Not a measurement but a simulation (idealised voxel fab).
process module | voxel transistor to metal
cross-section cut | 155 nm wide | cells 5 nm
A cross-section is a grid of square cells, given in bands from the top down. A band is one or more rows of cells.
Each band's line starts with the height of the band's top and of its bottom, in nm. Then come its materials from left to right, each with its width in nm. One material with "throughout" fills the band from edge to edge. "air" is empty space.
Height 0 is the level under which the wafer as received is all one material. The lowest band goes on downwards, as in "0 down".
A width such as "30 to 40" changes by the same amount from each row of cells to the next, from the band's top row to its bottom row.
"no change" after a step means that no cell of the cross-section changed.
closed voids: empty space of 8 cells or more with no open way to the top, each as width x height at its distance from the left edge, in nm
after a step's settings: what the simulator itself notes on the step
overlay nm, on a step with a mask: how far to the right of its planned place the mask lay; to the left if negative
plan
1 op RECEIVE | material Si
2 op CONFORMAL_DEP | material SiO2 | thk nm 5
3 op CONFORMAL_DEP | material SiN | thk nm 15
4 op MASKED_ETCH | tone cover | mask id ACTIVE | width nm 95 | etch materials SiN | depth nm 15 | overlay nm 0
5 op MASKED_ETCH | tone cover | mask id ACTIVE | width nm 95 | etch materials SiO2 | depth nm 5 | overlay nm 0
6 op MASKED_ETCH | tone cover | mask id ACTIVE | width nm 95 | etch materials Si | depth nm 25 | overlay nm 0
7 op FILL_DEP | material SiO2 | thk nm 5
8 op CMP | height nm 20
9 op SELECTIVE_ETCH | etch materials SiO2 | depth nm 15
10 op STRIP | etch materials SiN
11 op SELECTIVE_ETCH | etch materials SiO2 | depth nm 5
12 op OXIDIZE | depth nm 5
13 op DIRECTIONAL_DEP | material polySi | thk nm 20
14 op DIRECTIONAL_DEP | material SiCN | thk nm 10
15 op DIRECTIONAL_DEP | material aC | thk nm 10
16 op PATTERN | tone cover | mask id GATE | material resist | width nm 25 | thk nm 25 | overlay nm 0
17 op DIRECTIONAL_ETCH | etch materials aC | depth nm 10
18 op STRIP | etch materials resist
19 op DIRECTIONAL_ETCH | etch materials SiCN | depth nm 20
20 op DIRECTIONAL_ETCH | etch materials polySi | depth nm 30
21 op STRIP | etch materials aC
22 op CONFORMAL_DEP | material SiO2 | thk nm 5
23 op DIRECTIONAL_ETCH | etch materials SiO2 | depth nm 5
24 op CONFORMAL_DEP | material SiN | thk nm 5
25 op DIRECTIONAL_ETCH | etch materials SiN | depth nm 5
26 op DIRECTIONAL_ETCH | etch materials SiO2 | depth nm 5
27 op EPI | material pSi | thk nm 5
28 op FILL_DEP | material SiO2 | thk nm 10
29 op CMP | height nm 20
30 op STRIP | etch materials polySi
31 op SELECTIVE_ETCH | etch materials SiO2 | depth nm 5
32 op CONFORMAL_DEP | material HfO2 | thk nm 5
33 op CONFORMAL_DEP | material TiN | thk nm 5
34 op FILL_DEP | material W | thk nm 5
35 op CMP | height nm 15
36 op DIRECTIONAL_DEP | material SiO2 | thk nm 15
37 op MASKED_ETCH | tone open | mask id CONTACT | width nm 15 | pitch nm 70 | etch materials SiO2 | depth nm 30 | overlay nm 0
38 op CONFORMAL_DEP | material TiN | thk nm 5
39 op FILL_DEP | material Ru | thk nm 5
40 op CMP | height nm 30
41 op DIRECTIONAL_DEP | material TiN | thk nm 5
42 op DIRECTIONAL_DEP | material W | thk nm 15
43 op PATTERN | tone cover | mask id METAL_1 | material resist | width nm 15 | pitch nm 70 | thk nm 15 | overlay nm 0
44 op DIRECTIONAL_ETCH | etch materials W | depth nm 15
45 op DIRECTIONAL_ETCH | etch materials TiN | depth nm 5
46 op STRIP | etch materials resist
47 op CONFORMAL_DEP | material SiCN | thk nm 5
48 op FILL_DEP | material SiO2 | thk nm 5
49 op CMP | height nm 50
50 op CONFORMAL_DEP | material SiCN | thk nm 5
51 op DIRECTIONAL_DEP | material SiO2 | thk nm 35
52 op PATTERN | tone open | mask id METAL_2 | material resist | width nm 15 | pitch nm 70 | thk nm 20 | overlay nm 0
53 op DIRECTIONAL_ETCH | etch materials SiO2 | depth nm 20
54 op STRIP | etch materials resist
55 op PATTERN | tone open | mask id METAL_2_HOLES | material resist | width nm 15 | pitch nm 70 | thk nm 15 | overlay nm 0
56 op DIRECTIONAL_ETCH | etch materials SiO2 | depth nm 15
57 op DIRECTIONAL_ETCH | etch materials SiCN | depth nm 5
58 op STRIP | etch materials resist
59 op CONFORMAL_DEP | material TiN | thk nm 5
60 op FILL_DEP | material Ru | thk nm 5
61 op CMP | height nm 90
62 op CONFORMAL_DEP | material SiCN | thk nm 5
as received, after step 1
  0 down: Si throughout
  closed voids: none
first wafer at the end, as planned
  95 to 90: SiCN throughout
  90 to 55: SiO2 35 | TiN 5 | Ru 5 | TiN 5 | SiO2 55 | TiN 5 | Ru 5 | TiN 5 | SiO2 35
  55 to 50: SiCN 35 | TiN 15 | SiCN 55 | TiN 15 | SiCN 35
  50 to 35: SiO2 30 | SiCN 5 | W 15 | SiCN 5 | SiO2 45 | SiCN 5 | W 15 | SiCN 5 | SiO2 30
  35 to 30: SiCN 35 | TiN 15 | SiCN 55 | TiN 15 | SiCN 35
  30 to 15: SiO2 35 | TiN 5 | Ru 5 | TiN 5 | SiO2 55 | TiN 5 | Ru 5 | TiN 5 | SiO2 35
  15 to 5: SiO2 35 | TiN 5 | Ru 5 | TiN 5 | SiO2 5 | SiN 5 | HfO2 5 | TiN 5 | W 15 | TiN 5 | HfO2 5 | SiN 5 | SiO2 5 | TiN 5 | Ru 5 | TiN 5 | SiO2 35
  5 to 0: SiO2 35 | TiN 15 | SiO2 5 | SiN 5 | HfO2 5 | TiN 25 | HfO2 5 | SiN 5 | SiO2 5 | TiN 15 | SiO2 35
  0 to -5: SiO2 25 | pSi 30 | SiO2 5 | HfO2 35 | SiO2 5 | pSi 30 | SiO2 25
  -5 to -25: SiO2 30 | Si 95 | SiO2 30
  -25 down: Si throughout
  closed voids: none
second wafer at the end: like start, like plan, one mistake
  95 to 90: SiCN throughout
  90 to 55: SiO2 35 | TiN 5 | Ru 5 | TiN 5 | SiO2 55 | TiN 5 | Ru 5 | TiN 5 | SiO2 35
  55 to 50: SiCN 35 | TiN 15 | SiCN 55 | TiN 15 | SiCN 35
  50 to 35: SiO2 30 | SiCN 5 | W 15 | SiCN 5 | SiO2 45 | SiCN 5 | W 15 | SiCN 5 | SiO2 30
  35 to 30: SiCN 35 | TiN 15 | SiCN 55 | TiN 15 | SiCN 35
  30 to 20: SiO2 35 | TiN 5 | Ru 5 | TiN 5 | SiO2 55 | TiN 5 | Ru 5 | TiN 5 | SiO2 35
  20 to 15: SiO2 35 | TiN 15 | SiO2 55 | TiN 15 | SiO2 35
  15 to 5: W 60 | TiN 5 | HfO2 5 | SiN 5 | SiO2 5 | SiN 5 | HfO2 5 | TiN 5 | W 60
  5 to 0: TiN 65 | HfO2 5 | SiN 5 | SiO2 5 | SiN 5 | HfO2 5 | TiN 65
  0 to -5: HfO2 70 | SiO2 5 | pSi 5 | SiO2 5 | HfO2 70
  -5 to -25: SiO2 30 | Si 95 | SiO2 30
  -25 down: Si throughout
  closed voids: none
what went wrong: step 16 ran as: op PATTERN | tone open | mask id GATE | material resist | width nm 25 | thk nm 25 | overlay nm 0
at the end the second wafer has, in cells: 21 more of HfO2 | 6 fewer of Ru | 55 fewer of SiO2 | 9 more of TiN | 42 more of W | 11 fewer of pSi
